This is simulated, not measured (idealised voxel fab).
The process module presented herein is designated voxel gate over fins.
180 nm wide, 5 nm square cells: that's cross-section cut.
Cross-section spec: square-cell grid; bands listed top down; each band is one or more rows. Top, bottom (nm), then materials left to right with widths (nm); lone material tagged "throughout" fills the whole band edge to edge; "empty" = empty space. Heights are measured from 0, the level below which the as-received wafer is all one material; the lowest band has no bottom and continues downward, written as in "from 0 down". Think of "30->40" as a width that walks from the first number to the second as you go down the band, top row to bottom row, taking equal-sized steps from row to row. Reading "no change occurred" for a step: not a cell of the cross-section changed in it. "Closed void roster" enumerates empty spaces isolated from the top, with no open way to it, that contain at least 8 cells, giving each as width x height at distance from the left edge, all three in nm. Heads up: the bit after the settings on a step's line is the simulator's remark on that step. Among the settings permitted on a step's line is "overlay nm"; applied to a step with a mask, it specifies the extent to which the mask lay to the right of its planned position, whereas a negative figure signifies a position to the left.
The steps planned for the process are as follows
1: RECEIVE,material Si
2: CONFORMAL_DEP,material SiN,thk nm 10
3: PATTERN,tone cover,mask id FINS,material resist,width nm 15,pitch nm 35,thk nm 20,overlay nm 0
4: DIRECTIONAL_ETCH,etch materials SiN,depth nm 10
5: DIRECTIONAL_ETCH,etch materials Si,depth nm 35
6: STRIP,etch materials resist
7: OXIDIZE,depth nm 5
8: FILL_DEP,material SiO2,thk nm 5
9: CMP,height nm 10
10: SELECTIVE_ETCH,etch materials SiO2,depth nm 25
11: STRIP,etch materials SiN
12: CONFORMAL_DEP,material HfO2,thk nm 5
13: CONFORMAL_DEP,material TiN,thk nm 5
14: FILL_DEP,material W,thk nm 10
15: CMP,height nm 15
16: CONFORMAL_DEP,material SiN,thk nm 5
First of two wafers - as planned
Cross-section: wafer on arrival = after step 1
- from 0 down = Si throughout
- Closed void roster: none
Cross-section through the wafer, step 2 finished
- from 10 to 0 = SiN throughout
- Whatever lies below 0 is exactly as it was before.
Cross-section through the wafer, step 3 finished
- from 30 to 10 = 30 of empty, 15 of resist, 20 of empty, 15 of resist, 20 of empty, 15 of resist, 20 of empty, 15 of resist, 30 of empty
- Whatever lies below 10 is exactly as it was before.
Cross-section through the wafer, step 4 finished
- from 30 to 10 = 30 of empty, 15 of resist, 20 of empty, 15 of resist, 20 of empty, 15 of resist, 20 of empty, 15 of resist, 30 of empty
- from 10 to 0 = 30 of empty, 15 of SiN, 20 of empty, 15 of SiN, 20 of empty, 15 of SiN, 20 of empty, 15 of SiN, 30 of empty
- Whatever lies below 0 is exactly as it was before.
Cross-section through the wafer, step 5 finished
- from 30 to 10 = 30 of empty, 15 of resist, 20 of empty, 15 of resist, 20 of empty, 15 of resist, 20 of empty, 15 of resist, 30 of empty
- from 10 to 0 = 30 of empty, 15 of SiN, 20 of empty, 15 of SiN, 20 of empty, 15 of SiN, 20 of empty, 15 of SiN, 30 of empty
- from 0 to -35 = 30 of empty, 15 of Si, 20 of empty, 15 of Si, 20 of empty, 15 of Si, 20 of empty, 15 of Si, 30 of empty
- Whatever lies below -35 is exactly as it was before.
Cross-section through the wafer, step 6 finished
- from 10 to 0 = 30 of empty, 15 of SiN, 20 of empty, 15 of SiN, 20 of empty, 15 of SiN, 20 of empty, 15 of SiN, 30 of empty
- Whatever lies below 0 is exactly as it was before.
Cross-section through the wafer, step 7 finished
- from 10 to 0 = 30 of empty, 15 of SiN, 20 of empty, 15 of SiN, 20 of empty, 15 of SiN, 20 of empty, 15 of SiN, 30 of empty
- from 0 to -35 = 30 of empty, 5 of SiO2, 5 of Si, 5 of SiO2, 20 of empty, 5 of SiO2, 5 of Si, 5 of SiO2, 20 of empty, 5 of SiO2, 5 of Si, 5 of SiO2, 20 of empty, 5 of SiO2, 5 of Si, 5 of SiO2, 30 of empty
- from -35 to -40 = 35 of SiO2, 5 of Si, 30 of SiO2, 5 of Si, 30 of SiO2, 5 of Si, 30 of SiO2, 5 of Si, 35 of SiO2
- Whatever lies below -40 is exactly as it was before.
Cross-section through the wafer, step 8 finished
- from 15 to 10 = SiO2 throughout
- from 10 to 0 = 30 of SiO2, 15 of SiN, 20 of SiO2, 15 of SiN, 20 of SiO2, 15 of SiN, 20 of SiO2, 15 of SiN, 30 of SiO2
- from 0 to -40 = 35 of SiO2, 5 of Si, 30 of SiO2, 5 of Si, 30 of SiO2, 5 of Si, 30 of SiO2, 5 of Si, 35 of SiO2
- Whatever lies below -40 is exactly as it was before.
Cross-section through the wafer, step 9 finished
- from 10 to 0 = 30 of SiO2, 15 of SiN, 20 of SiO2, 15 of SiN, 20 of SiO2, 15 of SiN, 20 of SiO2, 15 of SiN, 30 of SiO2
- Whatever lies below 0 is exactly as it was before.
Cross-section through the wafer, step 10 finished
- from 10 to 0 = 30 of empty, 15 of SiN, 20 of empty, 15 of SiN, 20 of empty, 15 of SiN, 20 of empty, 15 of SiN, 30 of empty
- from 0 to -15 = 35 of empty, 5 of Si, 30 of empty, 5 of Si, 30 of empty, 5 of Si, 30 of empty, 5 of Si, 35 of empty
- Whatever lies below -15 is exactly as it was before.
Cross-section through the wafer, step 11 finished
- from 0 to -15 = 35 of empty, 5 of Si, 30 of empty, 5 of Si, 30 of empty, 5 of Si, 30 of empty, 5 of Si, 35 of empty
- Whatever lies below -15 is exactly as it was before.
Cross-section through the wafer, step 12 finished
- from 5 to 0 = 30 of empty, 15 of HfO2, 20 of empty, 15 of HfO2, 20 of empty, 15 of HfO2, 20 of empty, 15 of HfO2, 30 of empty
- from 0 to -10 = 30 of empty, 5 of HfO2, 5 of Si, 5 of HfO2, 20 of empty, 5 of HfO2, 5 of Si, 5 of HfO2, 20 of empty, 5 of HfO2, 5 of Si, 5 of HfO2, 20 of empty, 5 of HfO2, 5 of Si, 5 of HfO2, 30 of empty
- from -10 to -15 = 35 of HfO2, 5 of Si, 30 of HfO2, 5 of Si, 30 of HfO2, 5 of Si, 30 of HfO2, 5 of Si, 35 of HfO2
- Whatever lies below -15 is exactly as it was before.
Cross-section through the wafer, step 13 finished
- from 10 to 5 = 25 of empty, 25 of TiN, 10 of empty, 25 of TiN, 10 of empty, 25 of TiN, 10 of empty, 25 of TiN, 25 of empty
- from 5 to 0 = 25 of empty, 5 of TiN, 15 of HfO2, 5 of TiN, 10 of empty, 5 of TiN, 15 of HfO2, 5 of TiN, 10 of empty, 5 of TiN, 15 of HfO2, 5 of TiN, 10 of empty, 5 of TiN, 15 of HfO2, 5 of TiN, 25 of empty
- from 0 to -5 = 25 of empty, 5 of TiN, 5 of HfO2, 5 of Si, 5 of HfO2, 5 of TiN, 10 of empty, 5 of TiN, 5 of HfO2, 5 of Si, 5 of HfO2, 5 of TiN, 10 of empty, 5 of TiN, 5 of HfO2, 5 of Si, 5 of HfO2, 5 of TiN, 10 of empty, 5 of TiN, 5 of HfO2, 5 of Si, 5 of HfO2, 5 of TiN, 25 of empty
- from -5 to -10 = 30 of TiN, 5 of HfO2, 5 of Si, 5 of HfO2, 20 of TiN, 5 of HfO2, 5 of Si, 5 of HfO2, 20 of TiN, 5 of HfO2, 5 of Si, 5 of HfO2, 20 of TiN, 5 of HfO2, 5 of Si, 5 of HfO2, 30 of TiN
- Whatever lies below -10 is exactly as it was before.
Cross-section through the wafer, step 14 finished
- from 20 to 10 = W throughout
- from 10 to 5 = 25 of W, 25 of TiN, 10 of W, 25 of TiN, 10 of W, 25 of TiN, 10 of W, 25 of TiN, 25 of W
- from 5 to 0 = 25 of W, 5 of TiN, 15 of HfO2, 5 of TiN, 10 of W, 5 of TiN, 15 of HfO2, 5 of TiN, 10 of W, 5 of TiN, 15 of HfO2, 5 of TiN, 10 of W, 5 of TiN, 15 of HfO2, 5 of TiN, 25 of W
- from 0 to -5 = 25 of W, 5 of TiN, 5 of HfO2, 5 of Si, 5 of HfO2, 5 of TiN, 10 of W, 5 of TiN, 5 of HfO2, 5 of Si, 5 of HfO2, 5 of TiN, 10 of W, 5 of TiN, 5 of HfO2, 5 of Si, 5 of HfO2, 5 of TiN, 10 of W, 5 of TiN, 5 of HfO2, 5 of Si, 5 of HfO2, 5 of TiN, 25 of W
- Whatever lies below -5 is exactly as it was before.
Cross-section through the wafer, step 15 finished
- from 15 to 10 = W throughout
- Whatever lies below 10 is exactly as it was before.
Cross-section through the wafer, step 16 finished
- from 20 to 15 = SiN throughout
- Whatever lies below 15 is exactly as it was before.
Wafer two: like wafer one in start and plan, but with one mistake in execution; identical up to and including step 2
Second wafer: cross-section at the scheduled end of step 3
- from 30 to 10 = 30 of resist, 15 of empty, 20 of resist, 15 of empty, 20 of resist, 15 of empty, 20 of resist, 15 of empty, 30 of resist
- Whatever lies below 10 is exactly as it was before.
Second wafer: cross-section at the scheduled end of step 4
- from 30 to 10 = 30 of resist, 15 of empty, 20 of resist, 15 of empty, 20 of resist, 15 of empty, 20 of resist, 15 of empty, 30 of resist
- from 10 to 0 = 30 of SiN, 15 of empty, 20 of SiN, 15 of empty, 20 of SiN, 15 of empty, 20 of SiN, 15 of empty, 30 of SiN
- Whatever lies below 0 is exactly as it was before.
Second wafer: cross-section at the scheduled end of step 5
- from 30 to 10 = 30 of resist, 15 of empty, 20 of resist, 15 of empty, 20 of resist, 15 of empty, 20 of resist, 15 of empty, 30 of resist
- from 10 to 0 = 30 of SiN, 15 of empty, 20 of SiN, 15 of empty, 20 of SiN, 15 of empty, 20 of SiN, 15 of empty, 30 of SiN
- from 0 to -35 = 30 of Si, 15 of empty, 20 of Si, 15 of empty, 20 of Si, 15 of empty, 20 of Si, 15 of empty, 30 of Si
- Whatever lies below -35 is exactly as it was before.
Second wafer: cross-section at the scheduled end of step 6
- from 10 to 0 = 30 of SiN, 15 of empty, 20 of SiN, 15 of empty, 20 of SiN, 15 of empty, 20 of SiN, 15 of empty, 30 of SiN
- Whatever lies below 0 is exactly as it was before.
Second wafer: cross-section at the scheduled end of step 7
- from 10 to 0 = 30 of SiN, 15 of empty, 20 of SiN, 15 of empty, 20 of SiN, 15 of empty, 20 of SiN, 15 of empty, 30 of SiN
- from 0 to -35 = 25 of Si, 5 of SiO2, 15 of empty, 5 of SiO2, 10 of Si, 5 of SiO2, 15 of empty, 5 of SiO2, 10 of Si, 5 of SiO2, 15 of empty, 5 of SiO2, 10 of Si, 5 of SiO2, 15 of empty, 5 of SiO2, 25 of Si
- from -35 to -40 = 25 of Si, 25 of SiO2, 10 of Si, 25 of SiO2, 10 of Si, 25 of SiO2, 10 of Si, 25 of SiO2, 25 of Si
- Whatever lies below -40 is exactly as it was before.
Second wafer: cross-section at the scheduled end of step 8
- from 15 to 10 = SiO2 throughout
- from 10 to 0 = 30 of SiN, 15 of SiO2, 20 of SiN, 15 of SiO2, 20 of SiN, 15 of SiO2, 20 of SiN, 15 of SiO2, 30 of SiN
- from 0 to -40 = 25 of Si, 25 of SiO2, 10 of Si, 25 of SiO2, 10 of Si, 25 of SiO2, 10 of Si, 25 of SiO2, 25 of Si
- Whatever lies below -40 is exactly as it was before.
Second wafer: cross-section at the scheduled end of step 9
- from 10 to 0 = 30 of SiN, 15 of SiO2, 20 of SiN, 15 of SiO2, 20 of SiN, 15 of SiO2, 20 of SiN, 15 of SiO2, 30 of SiN
- Whatever lies below 0 is exactly as it was before.
Second wafer: cross-section at the scheduled end of step 10
- from 10 to 0 = 30 of SiN, 15 of empty, 20 of SiN, 15 of empty, 20 of SiN, 15 of empty, 20 of SiN, 15 of empty, 30 of SiN
- from 0 to -15 = 25 of Si, 25 of empty, 10 of Si, 25 of empty, 10 of Si, 25 of empty, 10 of Si, 25 of empty, 25 of Si
- Whatever lies below -15 is exactly as it was before.
Second wafer: cross-section at the scheduled end of step 11
- from 0 to -15 = 25 of Si, 25 of empty, 10 of Si, 25 of empty, 10 of Si, 25 of empty, 10 of Si, 25 of empty, 25 of Si
- Whatever lies below -15 is exactly as it was before.
Second wafer: cross-section at the scheduled end of step 12
- from 5 to 0 = 30 of HfO2, 15 of empty, 20 of HfO2, 15 of empty, 20 of HfO2, 15 of empty, 20 of HfO2, 15 of empty, 30 of HfO2
- from 0 to -10 = 25 of Si, 5 of HfO2, 15 of empty, 5 of HfO2, 10 of Si, 5 of HfO2, 15 of empty, 5 of HfO2, 10 of Si, 5 of HfO2, 15 of empty, 5 of HfO2, 10 of Si, 5 of HfO2, 15 of empty, 5 of HfO2, 25 of Si
- from -10 to -15 = 25 of Si, 25 of HfO2, 10 of Si, 25 of HfO2, 10 of Si, 25 of HfO2, 10 of Si, 25 of HfO2, 25 of Si
- Whatever lies below -15 is exactly as it was before.
Second wafer: cross-section at the scheduled end of step 13
- from 10 to 5 = 35 of TiN, 5 of empty, 30 of TiN, 5 of empty, 30 of TiN, 5 of empty, 30 of TiN, 5 of empty, 35 of TiN
- from 5 to 0 = 30 of HfO2, 5 of TiN, 5 of empty, 5 of TiN, 20 of HfO2, 5 of TiN, 5 of empty, 5 of TiN, 20 of HfO2, 5 of TiN, 5 of empty, 5 of TiN, 20 of HfO2, 5 of TiN, 5 of empty, 5 of TiN, 30 of HfO2
- from 0 to -5 = 25 of Si, 5 of HfO2, 5 of TiN, 5 of empty, 5 of TiN, 5 of HfO2, 10 of Si, 5 of HfO2, 5 of TiN, 5 of empty, 5 of TiN, 5 of HfO2, 10 of Si, 5 of HfO2, 5 of TiN, 5 of empty, 5 of TiN, 5 of HfO2, 10 of Si, 5 of HfO2, 5 of TiN, 5 of empty, 5 of TiN, 5 of HfO2, 25 of Si
- from -5 to -10 = 25 of Si, 5 of HfO2, 15 of TiN, 5 of HfO2, 10 of Si, 5 of HfO2, 15 of TiN, 5 of HfO2, 10 of Si, 5 of HfO2, 15 of TiN, 5 of HfO2, 10 of Si, 5 of HfO2, 15 of TiN, 5 of HfO2, 25 of Si
- Whatever lies below -10 is exactly as it was before.
Second wafer: cross-section at the scheduled end of step 14
- from 20 to 10 = W throughout
- from 10 to 5 = 35 of TiN, 5 of W, 30 of TiN, 5 of W, 30 of TiN, 5 of W, 30 of TiN, 5 of W, 35 of TiN
- from 5 to 0 = 30 of HfO2, 5 of TiN, 5 of W, 5 of TiN, 20 of HfO2, 5 of TiN, 5 of W, 5 of TiN, 20 of HfO2, 5 of TiN, 5 of W, 5 of TiN, 20 of HfO2, 5 of TiN, 5 of W, 5 of TiN, 30 of HfO2
- from 0 to -5 = 25 of Si, 5 of HfO2, 5 of TiN, 5 of W, 5 of TiN, 5 of HfO2, 10 of Si, 5 of HfO2, 5 of TiN, 5 of W, 5 of TiN, 5 of HfO2, 10 of Si, 5 of HfO2, 5 of TiN, 5 of W, 5 of TiN, 5 of HfO2, 10 of Si, 5 of HfO2, 5 of TiN, 5 of W, 5 of TiN, 5 of HfO2, 25 of Si
- Whatever lies below -5 is exactly as it was before.
Second wafer: cross-section at the scheduled end of step 15
- from 15 to 10 = W throughout
- Whatever lies below 10 is exactly as it was before.
Second wafer: cross-section at the scheduled end of step 16
- from 20 to 15 = SiN throughout
- Whatever lies below 15 is exactly as it was before.
Heads up, the wafer didn't run the way we planned it: step 3 was processed under conditions differing from the plan, specifically as PATTERN,tone open,mask id FINS,material resist,width nm 15,pitch nm 35,thk nm 20,overlay nm 0
Wrapping up, a cell-based count of both wafers puts the second over or under the first for these materials: 96 more of Si, 60 fewer of SiO2, 36 fewer of W
